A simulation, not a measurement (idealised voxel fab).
Documented hereafter: the process module known as voxel self aligned vias.
Cross-section cut spans 205 nm and uses square cells 5 nm in size.
Bands, listed from the top down, are how a cross-section gets written in this document; the cross-section itself is a grid of square cells, and a band is one or more rows of them. Band: top height; bottom height; in nm. Then, left to right: material with width in nm, for each material. "all across": a single material spanning edge to edge. "air": empty space. Heights are reckoned from 0. Under this level, the received wafer is all of one material. The bottommost band is open-ended downward, for example "0 nm and below". The notation "30->40" denotes a width that varies across the rows of cells in the band, beginning at the first number in the top row, finishing at the second number in the bottom row, and changing by an identical amount from each row to the next. The cross-section has no changed cell in any step marked "no modification". Closed-off voids of 8+ cells (no open route to the top) go in "Closed void catalog", written width x height at distance from the left edge, in nm. On each step's line, the part that comes after the settings is the simulator's own comment on the step. What "overlay nm" on a step's line means: if the step has a mask, that mask lay this far to the right of its planned place, or, when the value is negative, to the left.
## Intended process steps
| 1 | RECEIVE [material Si] |
| 2 | CONFORMAL_DEP [material SiO2] [thk nm 10] |
| 3 | CONFORMAL_DEP [material SiCN] [thk nm 5] |
| 4 | DIRECTIONAL_DEP [material lowk] [thk nm 30] |
| 5 | PATTERN [tone open] [mask id LINES] [material resist] [width nm 15] [pitch nm 55] [thk nm 15] [overlay nm 0] |
| 6 | DIRECTIONAL_ETCH [etch materials lowk] [depth nm 30] |
| 7 | STRIP [etch materials resist] |
| 8 | CONFORMAL_DEP [material TiN] [thk nm 5] |
| 9 | FILL_DEP [material W] [thk nm 5] |
| 10 | CMP [height nm 45] |
| 11 | SELECTIVE_ETCH [etch materials W Ru TiN] [depth nm 10] |
| 12 | FILL_DEP [material SiN] [thk nm 10] |
| 13 | CMP [height nm 45] |
| 14 | DIRECTIONAL_DEP [material lowk] [thk nm 20] |
| 15 | DIRECTIONAL_DEP [material aC] [thk nm 10] |
| 16 | PATTERN [tone open] [mask id VIAS] [material resist] [width nm 30] [pitch nm 55] [thk nm 30] [overlay nm 0] |
| 17 | DIRECTIONAL_ETCH [etch materials aC] [depth nm 10] |
| 18 | STRIP [etch materials resist] |
| 19 | DIRECTIONAL_ETCH [etch materials lowk] [depth nm 20] |
| 20 | DIRECTIONAL_ETCH [etch materials SiN] [depth nm 10] |
| 21 | STRIP [etch materials aC] |
| 22 | CONFORMAL_DEP [material TiN] [thk nm 5] |
| 23 | FILL_DEP [material Ru] [thk nm 5] |
| 24 | CMP [height nm 65] |
| 25 | CONFORMAL_DEP [material SiCN] [thk nm 5] |
The plan shows the width nm of step 5 as the first wafer had it; this setting differs between the wafers, which start out alike.
## Cross-section of the first incoming wafer of several, state after step 1
	0 nm and below: Si all across
	Closed void catalog: none
## End of module: cross-section of the first of several wafers after step 25, the last step
	70 nm to 65 nm: SiCN all across
	65 nm to 50 nm: lowk (30) / TiN (5) / Ru (20) / TiN (5) / lowk (25) / TiN (5) / Ru (20) / TiN (5) / lowk (25) / TiN (5) / Ru (20) / TiN (5) / lowk (35)
	50 nm to 40 nm: lowk (30->40) / TiN (15->5) / Ru (5) / TiN (10->5) / lowk (25->40) / TiN (15->5) / Ru (5) / TiN (10->5) / lowk (25->40) / TiN (15->5) / Ru (5) / TiN (10->5) / lowk (35->40)
	40 nm to 35 nm: lowk (40) / TiN (15) / lowk (40) / TiN (15) / lowk (40) / TiN (15) / lowk (40)
	35 nm to 20 nm: lowk (40) / TiN (5) / W (5) / TiN (5) / lowk (40) / TiN (5) / W (5) / TiN (5) / lowk (40) / TiN (5) / W (5) / TiN (5) / lowk (40)
	20 nm to 15 nm: lowk (40) / TiN (15) / lowk (40) / TiN (15) / lowk (40) / TiN (15) / lowk (40)
	15 nm to 10 nm: SiCN all across
	10 nm to 0 nm: SiO2 all across
	0 nm and below: Si all across
	Closed void catalog: none
## Of the several wafers, the last: cross-section at the end of the module
	70 nm to 65 nm: SiCN all across
	65 nm to 45 nm: lowk (30) / TiN (5) / Ru (20) / TiN (5) / lowk (25) / TiN (5) / Ru (20) / TiN (5) / lowk (25) / TiN (5) / Ru (20) / TiN (5) / lowk (35)
	45 nm to 40 nm: lowk (30) / TiN (5) / Ru (20) / TiN (5) / SiN (5) / lowk (20) / TiN (5) / Ru (20) / TiN (5) / SiN (5) / lowk (20) / TiN (5) / Ru (20) / TiN (5) / SiN (5) / lowk (30)
	40 nm to 35 nm: lowk (30) / TiN (30) / SiN (5) / lowk (20) / TiN (30) / SiN (5) / lowk (20) / TiN (30) / SiN (5) / lowk (30)
	35 nm to 20 nm: lowk (30) / TiN (5) / W (25) / TiN (5) / lowk (20) / TiN (5) / W (25) / TiN (5) / lowk (20) / TiN (5) / W (25) / TiN (5) / lowk (30)
	20 nm to 15 nm: lowk (30) / TiN (35) / lowk (20) / TiN (35) / lowk (20) / TiN (35) / lowk (30)
	15 nm to 10 nm: SiCN all across
	10 nm to 0 nm: SiO2 all across
	0 nm and below: Si all across
	Closed void catalog: none
## The table below has one row for each wafer; a row shows, as of the end of the module, how many cells of each material the wafer has gained, marked (+), or lost, marked (-), since it was received, and then the wafer's closed voids
width nm 15, +42 Ru, +82 SiCN, +82 SiO2, +75 TiN, +9 W, +284 lowk, Closed void catalog: none
width nm 20, +48 Ru, +82 SiCN, +82 SiO2, +78 TiN, +18 W, +266 lowk, Closed void catalog: none
width nm 25, +54 Ru, +82 SiCN, +82 SiO2, +81 TiN, +27 W, +248 lowk, Closed void catalog: none
width nm 30, +60 Ru, +82 SiCN, +82 SiO2, +84 TiN, +36 W, +230 lowk, Closed void catalog: none
width nm 35, +60 Ru, +82 SiCN, +6 SiN, +82 SiO2, +87 TiN, +45 W, +212 lowk, Closed void catalog: none
